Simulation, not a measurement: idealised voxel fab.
A process module follows: voxel ribs on slabs.
It is cross-section cut that appears here, measuring 260 nm in width, its square cells being 5 nm in size.
When this document writes out a cross-section, it uses a grid of square cells and lists it as bands, beginning at the top and moving down, with a band standing for one or more rows of cells.
Band: top height; bottom height; in nm. Then, left to right: material with width in nm, for each material. "throughout": a single material spanning edge to edge. "empty": empty space.
Zero point of the height axis is 0; under it, received wafer = one material. Lowest band: continues down indefinitely, "z 0 and below".
Note: "30..40" means the width goes from the first number (top row of the band) to the second number (bottom row) in equal steps per row of cells.
"changes: none" for a step: no cell of the cross-section changed in that step.
This entry, "Closed void table", enumerates those empty regions of no fewer than 8 cells that possess no open connection to the top. Each region is reported in the form width x height at distance, the distance being taken from the left edge, with all three quantities expressed in nm.
What comes after the settings on a step's line is commentary from the simulator itself on that step.
If you see "overlay nm" on a step's line and that step has a mask, it's telling you how far right of where it was planned the mask ended up; a negative number means it went left instead.

-- Process steps foreseen in the plan
step 1: RECEIVE: material Si
step 2: DIRECTIONAL_DEP: material SiO2, thk nm 20
step 3: DIRECTIONAL_DEP: material SiN, thk nm 15
step 4: DIRECTIONAL_DEP: material aC, thk nm 10
step 5: PATTERN: tone cover, mask id RIB, material resist, width nm 20, thk nm 25, overlay nm 0
step 6: DIRECTIONAL_ETCH: etch materials aC, depth nm 10
step 7: STRIP: etch materials resist
step 8: DIRECTIONAL_ETCH: etch materials SiN, depth nm 10
step 9: STRIP: etch materials aC
step 10: MASKED_ETCH: tone cover, mask id SLAB, width nm 60, etch materials SiN, depth nm 5, overlay nm 0
step 11: FILL_DEP: material SiO2, thk nm 20
step 12: CMP: height nm 45
step 13: DIRECTIONAL_DEP: material TiN, thk nm 10
step 14: PATTERN: tone cover, mask id HEATER, material resist, width nm 30, thk nm 15, overlay nm 0
step 15: DIRECTIONAL_ETCH: etch materials TiN, depth nm 10
step 16: STRIP: etch materials resist
step 17: CONFORMAL_DEP: material SiO2, thk nm 10
Wafer-to-wafer difference: width nm, step 10. Common start. Plan = first wafer's value.

-- Incoming state of the first of several wafers in cross-section: after step 1
  z 0 and below | Si throughout
  Closed void table: none

-- Module finished, last step 17 done: cross-section of the first of several wafers
  z 65 to 55 | empty 105 nm; SiO2 50 nm; empty 105 nm
  z 55 to 45 | SiO2 115 nm; TiN 30 nm; SiO2 115 nm
  z 45 to 35 | SiO2 throughout
  z 35 to 25 | SiO2 120 nm; SiN 20 nm; SiO2 120 nm
  z 25 to 20 | SiO2 100 nm; SiN 60 nm; SiO2 100 nm
  z 20 to 0 | SiO2 throughout
  z 0 and below | Si throughout
  Closed void table: none

-- Sectional view of the last wafer upon completion of the module
  z 65 to 55 | empty 105 nm; SiO2 50 nm; empty 105 nm
  z 55 to 45 | SiO2 115 nm; TiN 30 nm; SiO2 115 nm
  z 45 to 35 | SiO2 throughout
  z 35 to 25 | SiO2 120 nm; SiN 20 nm; SiO2 120 nm
  z 25 to 20 | SiO2 90 nm; SiN 85 nm; SiO2 85 nm
  z 20 to 0 | SiO2 throughout
  z 0 and below | Si throughout
  Closed void table: none

-- Rows = wafers. At module end, each row lists per material the cells gained (+) or lost (-) since the wafer was received, then the closed voids
width nm 60, +20 SiN, +560 SiO2, +12 TiN, Closed void table: none
width nm 65, +21 SiN, +559 SiO2, +12 TiN, Closed void table: none
width nm 70, +22 SiN, +558 SiO2, +12 TiN, Closed void table: none
width nm 75, +23 SiN, +557 SiO2, +12 TiN, Closed void table: none
width nm 80, +24 SiN, +556 SiO2, +12 TiN, Closed void table: none
width nm 85, +25 SiN, +555 SiO2, +12 TiN, Closed void table: none
